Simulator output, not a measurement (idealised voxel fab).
This is a process module. Its name is voxel wiring stack.
FYI the section here is cut, 210 nm wide, cells are 5 nm squares.
Cross-section layout: square cells on a grid; listed as bands, top to bottom; a band spans one or more cell rows. Read a band's entry like this: the first values are the height of its top and the height of its bottom in nm, and what follows is the sequence of materials from left to right, each with its width in nm. Note that "air" is empty space, and that a single material marked "full width" reaches across the band from edge to edge. Below 0: as-received wafer, all one material; heights counted from there. Lowest band: no bottom, goes on down, written "0 nm and below". With a width like "30 to 40", each row of cells in the band differs from the next by the same amount, the top row carrying the first number and the bottom row the second. What does "nothing different" mean for a step? It means no cell of the cross-section changed in that step. "Closed void register" specifies each empty space that is not open to the top and that occupies no fewer than 8 cells, using the form width x height at distance, the distance measured from the left edge and all three quantities in nm. Text after the settings on a step's line: the simulator's own remark on that step. Each step line may optionally specify "overlay nm", which for a step with a mask gives the rightward distance between the mask's planned place and where it lay, a negative value indicating the leftward direction.
-- Planned step list for the process
1) RECEIVE,material Si
2) CONFORMAL_DEP,material SiO2,thk nm 15
3) DIRECTIONAL_DEP,material TiN,thk nm 5
4) DIRECTIONAL_DEP,material Ru,thk nm 25
5) DIRECTIONAL_DEP,material aC,thk nm 15
6) PATTERN,tone cover,mask id METAL_1,material resist,width nm 30,pitch nm 55,thk nm 35,overlay nm 0
7) DIRECTIONAL_ETCH,etch materials aC,depth nm 15
8) STRIP,etch materials resist
9) DIRECTIONAL_ETCH,etch materials Ru,depth nm 25
10) DIRECTIONAL_ETCH,etch materials TiN,depth nm 5
11) STRIP,etch materials aC
12) CONFORMAL_DEP,material SiN,thk nm 5
13) FILL_DEP,material SiO2,thk nm 5
14) CMP,height nm 45
15) CONFORMAL_DEP,material SiCN,thk nm 5
16) DIRECTIONAL_DEP,material SiO2,thk nm 35
17) MASKED_ETCH,tone open,mask id METAL_2_HOLES,width nm 15,pitch nm 55,etch materials SiO2,depth nm 35,overlay nm 0
18) MASKED_ETCH,tone open,mask id METAL_2,width nm 30,pitch nm 55,etch materials SiO2,depth nm 20,overlay nm 0
19) MASKED_ETCH,tone open,mask id METAL_2,width nm 30,pitch nm 55,etch materials SiCN,depth nm 5,overlay nm 0
20) CONFORMAL_DEP,material TiN,thk nm 5
21) FILL_DEP,material Ru,thk nm 5
22) CMP,height nm 85
23) CONFORMAL_DEP,material SiCN,thk nm 5
24) DIRECTIONAL_DEP,material lowk,thk nm 15
25) PATTERN,tone open,mask id PLUG_2,material resist,width nm 15,thk nm 20,overlay nm 0
26) DIRECTIONAL_ETCH,etch materials lowk,depth nm 15
27) DIRECTIONAL_ETCH,etch materials SiCN,depth nm 5
28) STRIP,etch materials resist
29) EPI,material Ru,thk nm 10
30) EPI,material Ru,thk nm 10
31) DIRECTIONAL_DEP,material TiN,thk nm 5
32) DIRECTIONAL_DEP,material Ru,thk nm 15
33) MASKED_ETCH,tone cover,mask id METAL_3,width nm 30,pitch nm 55,etch materials Ru,depth nm 15,overlay nm 0
34) MASKED_ETCH,tone cover,mask id METAL_3,width nm 30,pitch nm 55,etch materials TiN,depth nm 5,overlay nm 0
35) CONFORMAL_DEP,material SiN,thk nm 5
36) FILL_DEP,material SiO2,thk nm 10
37) CMP,height nm 125
38) CONFORMAL_DEP,material SiN,thk nm 5
-- First wafer, two in total, run as planned
-- The cross-section here shows the wafer as received, i.e. in its state after step 1
* 0 nm and below  Si full width
* Closed void register: none
-- Cross-section through the wafer, step 2 finished
* 15 nm to 0 nm  SiO2 full width
* Below 0, no change.
-- Cross-section through the wafer, step 3 finished
* 20 nm to 15 nm  TiN full width
* Below 15, no change.
-- Cross-section through the wafer, step 4 finished
* 45 nm to 20 nm  Ru full width
* Below 20, no change.
-- Cross-section through the wafer, step 5 finished
* 60 nm to 45 nm  aC full width
* Below 45, no change.
-- Cross-section through the wafer, step 6 finished
* 95 nm to 60 nm  air=60, resist=30, air=25, resist=30, air=65
* Below 60, no change.
-- Cross-section through the wafer, step 7 finished
* 80 nm to 60 nm  air=60, resist=30, air=25, resist=30, air=65
* 60 nm to 45 nm  air=60, aC=30, air=25, aC=30, air=65
* Below 45, no change.
-- Cross-section through the wafer, step 8 finished
* 60 nm to 45 nm  air=60, aC=30, air=25, aC=30, air=65
* Below 45, no change.
-- Cross-section through the wafer, step 9 finished
* 60 nm to 45 nm  air=60, aC=30, air=25, aC=30, air=65
* 45 nm to 20 nm  air=60, Ru=30, air=25, Ru=30, air=65
* Below 20, no change.
-- Cross-section through the wafer, step 10 finished
* 60 nm to 45 nm  air=60, aC=30, air=25, aC=30, air=65
* 45 nm to 20 nm  air=60, Ru=30, air=25, Ru=30, air=65
* 20 nm to 15 nm  air=60, TiN=30, air=25, TiN=30, air=65
* Below 15, no change.
-- Cross-section through the wafer, step 11 finished
* 45 nm to 20 nm  air=60, Ru=30, air=25, Ru=30, air=65
* Below 20, no change.
-- Cross-section through the wafer, step 12 finished
* 50 nm to 45 nm  air=55, SiN=40, air=15, SiN=40, air=60
* 45 nm to 20 nm  air=55, SiN=5, Ru=30, SiN=5, air=15, SiN=5, Ru=30, SiN=5, air=60
* 20 nm to 15 nm  SiN=60, TiN=30, SiN=25, TiN=30, SiN=65
* Below 15, no change.
-- Cross-section through the wafer, step 13 finished
* 55 nm to 50 nm  SiO2 full width
* 50 nm to 45 nm  SiO2=55, SiN=40, SiO2=15, SiN=40, SiO2=60
* 45 nm to 20 nm  SiO2=55, SiN=5, Ru=30, SiN=5, SiO2=15, SiN=5, Ru=30, SiN=5, SiO2=60
* Below 20, no change.
-- Cross-section through the wafer, step 14 finished
* 45 nm to 20 nm  SiO2=55, SiN=5, Ru=30, SiN=5, SiO2=15, SiN=5, Ru=30, SiN=5, SiO2=60
* Below 20, no change.
-- Cross-section through the wafer, step 15 finished
* 50 nm to 45 nm  SiCN full width
* Below 45, no change.
-- Cross-section through the wafer, step 16 finished
* 85 nm to 50 nm  SiO2 full width
* Below 50, no change.
-- Cross-section through the wafer, step 17 finished
* 85 nm to 50 nm  SiO2=60, air=15, SiO2=40, air=15, SiO2=80
* Below 50, no change.
-- Cross-section through the wafer, step 18 finished
* 85 nm to 65 nm  SiO2=60, air=30, SiO2=25, air=30, SiO2=65
* Below 65, no change.
-- Cross-section through the wafer, step 19 finished
* 85 nm to 65 nm  SiO2=60, air=30, SiO2=25, air=30, SiO2=65
* 65 nm to 50 nm  SiO2=60, air=15, SiO2=40, air=15, SiO2=80
* 50 nm to 45 nm  SiCN=60, air=15, SiCN=40, air=15, SiCN=80
* Below 45, no change.
-- Cross-section through the wafer, step 20 finished
* 90 nm to 85 nm  TiN=65, air=20, TiN=35, air=20, TiN=70
* 85 nm to 70 nm  SiO2=60, TiN=5, air=20, TiN=5, SiO2=25, TiN=5, air=20, TiN=5, SiO2=65
* 70 nm to 65 nm  SiO2=60, TiN=5, air=5, TiN=20, SiO2=25, TiN=5, air=5, TiN=20, SiO2=65
* 65 nm to 50 nm  SiO2=60, TiN=5, air=5, TiN=5, SiO2=40, TiN=5, air=5, TiN=5, SiO2=80
* 50 nm to 45 nm  SiCN=60, TiN=15, SiCN=40, TiN=15, SiCN=80
* Below 45, no change.
-- Cross-section through the wafer, step 21 finished
* 95 nm to 90 nm  Ru full width
* 90 nm to 85 nm  TiN=65, Ru=20, TiN=35, Ru=20, TiN=70
* 85 nm to 70 nm  SiO2=60, TiN=5, Ru=20, TiN=5, SiO2=25, TiN=5, Ru=20, TiN=5, SiO2=65
* 70 nm to 65 nm  SiO2=60, TiN=5, Ru=5, TiN=20, SiO2=25, TiN=5, Ru=5, TiN=20, SiO2=65
* 65 nm to 50 nm  SiO2=60, TiN=5, Ru=5, TiN=5, SiO2=40, TiN=5, Ru=5, TiN=5, SiO2=80
* Below 50, no change.
-- Cross-section through the wafer, step 22 finished
* 85 nm to 70 nm  SiO2=60, TiN=5, Ru=20, TiN=5, SiO2=25, TiN=5, Ru=20, TiN=5, SiO2=65
* Below 70, no change.
-- Cross-section through the wafer, step 23 finished
* 90 nm to 85 nm  SiCN full width
* Below 85, no change.
-- Cross-section through the wafer, step 24 finished
* 105 nm to 90 nm  lowk full width
* Below 90, no change.
-- Cross-section through the wafer, step 25 finished
* 125 nm to 105 nm  resist=60, air=15, resist=135
* Below 105, no change.
-- Cross-section through the wafer, step 26 finished
* 125 nm to 105 nm  resist=60, air=15, resist=135
* 105 nm to 90 nm  lowk=60, air=15, lowk=135
* Below 90, no change.
-- Cross-section through the wafer, step 27 finished
* 125 nm to 105 nm  resist=60, air=15, resist=135
* 105 nm to 90 nm  lowk=60, air=15, lowk=135
* 90 nm to 85 nm  SiCN=60, air=15, SiCN=135
* Below 85, no change.
-- Cross-section through the wafer, step 28 finished
* 105 nm to 90 nm  lowk=60, air=15, lowk=135
* Below 90, no change.
-- Cross-section through the wafer, step 29 finished
* 105 nm to 95 nm  lowk=60, air=15, lowk=135
* 95 nm to 90 nm  lowk=60, Ru=15, lowk=135
* 90 nm to 85 nm  SiCN=60, Ru=15, SiCN=135
* Below 85, no change.
-- Cross-section through the wafer, step 30 finished
* 105 nm to 90 nm  lowk=60, Ru=15, lowk=135
* Below 90, no change.
-- Cross-section through the wafer, step 31 finished
* 110 nm to 105 nm  TiN full width
* Below 105, no change.
-- Cross-section through the wafer, step 32 finished
* 125 nm to 110 nm  Ru full width
* Below 110, no change.
-- Cross-section through the wafer, step 33 finished
* 125 nm to 110 nm  air=60, Ru=30, air=25, Ru=30, air=65
* Below 110, no change.
-- Cross-section through the wafer, step 34 finished
* 125 nm to 110 nm  air=60, Ru=30, air=25, Ru=30, air=65
* 110 nm to 105 nm  air=60, TiN=30, air=25, TiN=30, air=65
* Below 105, no change.
-- Cross-section through the wafer, step 35 finished
* 130 nm to 125 nm  air=55, SiN=40, air=15, SiN=40, air=60
* 125 nm to 110 nm  air=55, SiN=5, Ru=30, SiN=5, air=15, SiN=5, Ru=30, SiN=5, air=60
* 110 nm to 105 nm  SiN=60, TiN=30, SiN=25, TiN=30, SiN=65
* Below 105, no change.
-- Cross-section through the wafer, step 36 finished
* 140 nm to 130 nm  SiO2 full width
* 130 nm to 125 nm  SiO2=55, SiN=40, SiO2=15, SiN=40, SiO2=60
* 125 nm to 110 nm  SiO2=55, SiN=5, Ru=30, SiN=5, SiO2=15, SiN=5, Ru=30, SiN=5, SiO2=60
* Below 110, no change.
-- Cross-section through the wafer, step 37 finished
* 125 nm to 110 nm  SiO2=55, SiN=5, Ru=30, SiN=5, SiO2=15, SiN=5, Ru=30, SiN=5, SiO2=60
* Below 110, no change.
-- Cross-section through the wafer, step 38 finished
* 130 nm to 125 nm  SiN full width
* Below 125, no change.
-- Second wafer, same starting conditions and recipe as the first, one mistake in executing it, nothing differs from the first up to and including step 24
-- Second wafer at the planned finish of step 25, seen in cross-section
* 125 nm to 105 nm  resist=70, air=15, resist=125
* Below 105, no change.
-- Second wafer at the planned finish of step 26, seen in cross-section
* 125 nm to 105 nm  resist=70, air=15, resist=125
* 105 nm to 90 nm  lowk=70, air=15, lowk=125
* Below 90, no change.
-- Second wafer at the planned finish of step 27, seen in cross-section
* 125 nm to 105 nm  resist=70, air=15, resist=125
* 105 nm to 90 nm  lowk=70, air=15, lowk=125
* 90 nm to 85 nm  SiCN=70, air=15, SiCN=125
* Below 85, no change.
-- Second wafer at the planned finish of step 28, seen in cross-section
* 105 nm to 90 nm  lowk=70, air=15, lowk=125
* Below 90, no change.
-- Second wafer at the planned finish of step 29, seen in cross-section
* 105 nm to 95 nm  lowk=70, air=15, lowk=125
* 95 nm to 90 nm  lowk=70, Ru=15, lowk=125
* 90 nm to 85 nm  SiCN=70, Ru=15, SiCN=125
* Below 85, no change.
-- Second wafer at the planned finish of step 30, seen in cross-section
* 105 nm to 90 nm  lowk=70, Ru=15, lowk=125
* Below 90, no change.
-- Second wafer at the planned finish of step 31, seen in cross-section
* 110 nm to 105 nm  TiN full width
* Below 105, no change.
-- Second wafer at the planned finish of step 32, seen in cross-section
* 125 nm to 110 nm  Ru full width
* Below 110, no change.
-- Second wafer at the planned finish of step 33, seen in cross-section
* 125 nm to 110 nm  air=60, Ru=30, air=25, Ru=30, air=65
* Below 110, no change.
-- Second wafer at the planned finish of step 34, seen in cross-section
* 125 nm to 110 nm  air=60, Ru=30, air=25, Ru=30, air=65
* 110 nm to 105 nm  air=60, TiN=30, air=25, TiN=30, air=65
* Below 105, no change.
-- Second wafer at the planned finish of step 35, seen in cross-section
* 130 nm to 125 nm  air=55, SiN=40, air=15, SiN=40, air=60
* 125 nm to 110 nm  air=55, SiN=5, Ru=30, SiN=5, air=15, SiN=5, Ru=30, SiN=5, air=60
* 110 nm to 105 nm  SiN=60, TiN=30, SiN=25, TiN=30, SiN=65
* Below 105, no change.
-- Second wafer at the planned finish of step 36, seen in cross-section
* 140 nm to 130 nm  SiO2 full width
* 130 nm to 125 nm  SiO2=55, SiN=40, SiO2=15, SiN=40, SiO2=60
* 125 nm to 110 nm  SiO2=55, SiN=5, Ru=30, SiN=5, SiO2=15, SiN=5, Ru=30, SiN=5, SiO2=60
* Below 110, no change.
-- Second wafer at the planned finish of step 37, seen in cross-section
* 125 nm to 110 nm  SiO2=55, SiN=5, Ru=30, SiN=5, SiO2=15, SiN=5, Ru=30, SiN=5, SiO2=60
* Below 110, no change.
-- Second wafer at the planned finish of step 38, seen in cross-section
* 130 nm to 125 nm  SiN full width
* Below 125, no change.
What was done differently from what was planned? off-plan run, step 25, actual operation and settings PATTERN,tone open,mask id PLUG_2,material resist,width nm 15,thk nm 20,overlay nm 10
At the close, every material occupies the same number of cells on the second wafer as on the first, only in different positions.
